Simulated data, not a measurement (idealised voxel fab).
process module | voxel ribs on slabs
For reference, the cross-section in this document is cut, with width 170 nm and square cells of 5 nm.
Bands, listed from the top down, are how a cross-section gets written in this document; the cross-section itself is a grid of square cells, and a band is one or more rows of them. Basically the band line says how high the top is and how high the bottom is, in nm, and then what's in it from left to right, every material with its width in nm. Empty space shows up as "empty", and if a single material carries "full width" it runs the full band edge to edge. We count height from 0. Below that, the starting wafer is all one material. The lowest band never ends at the bottom but goes on down; see "top 0, no bottom" for how that is written. Note: "30 to 40" means the width goes from the first number (top row of the band) to the second number (bottom row) in equal steps per row of cells. "nothing was modified" (step): cross-section cells unchanged, all of them. The list in "Internal closed voids" covers empty spaces of 8 cells or more that cannot reach the top through any open way, and it gives each as width x height at distance; the distance is from the left edge, and width, height and distance are in nm. Past the settings on a step's line: simulator remark, on that step. A step line may carry the setting "overlay nm", which, for steps involving a mask, states the distance by which the mask lay to the right of its intended position; negative values denote displacement to the left.
-- Planned step list for the process
1 RECEIVE: material Si
2 DIRECTIONAL_DEP: material SiO2, thk nm 25
3 DIRECTIONAL_DEP: material SiN, thk nm 20
4 MASKED_ETCH: tone cover, mask id RIB, width nm 20, etch materials SiN, depth nm 15, overlay nm 0
5 PATTERN: tone cover, mask id SLAB, material resist, width nm 60, thk nm 15, overlay nm 0
6 DIRECTIONAL_ETCH: etch materials SiN, depth nm 5
7 STRIP: etch materials resist
8 FILL_DEP: material SiO2, thk nm 25
9 CMP: height nm 60
10 DIRECTIONAL_DEP: material TiN, thk nm 5
11 PATTERN: tone cover, mask id HEATER, material resist, width nm 30, thk nm 15, overlay nm 0
12 DIRECTIONAL_ETCH: etch materials TiN, depth nm 5
13 STRIP: etch materials resist
14 CONFORMAL_DEP: material SiN, thk nm 10
-- Cross-section of the wafer at receipt, which is the condition after step 1
* top 0, no bottom | Si full width
* Internal closed voids: none
-- The first of the two wafers as seen in cross-section once the module was finished; processing followed the plan
* top 75, bottom 70 | empty=60; SiN=50; empty=60
* top 70, bottom 65 | SiN full width
* top 65, bottom 60 | SiN=70; TiN=30; SiN=70
* top 60, bottom 45 | SiO2 full width
* top 45, bottom 30 | SiO2=75; SiN=20; SiO2=75
* top 30, bottom 25 | SiO2=55; SiN=60; SiO2=55
* top 25, bottom 0 | SiO2 full width
* top 0, no bottom | Si full width
* Internal closed voids: none
-- Second wafer through the module, sectioned at the end: same beginning and same plan as the first wafer, with one mistake in carrying it out
* top 75, bottom 70 | empty=60; SiN=50; empty=60
* top 70, bottom 65 | SiN full width
* top 65, bottom 60 | SiN=70; TiN=30; SiN=70
* top 60, bottom 20 | SiO2 full width
* top 20, bottom 0 | SiN full width
* top 0, no bottom | Si full width
* Internal closed voids: none
Deviation from plan: transposition of steps 2 and 3 relative to the planned sequence
Materials where the second wafer ends with more or fewer cells than the first: 112 more of SiN; 112 fewer of SiO2
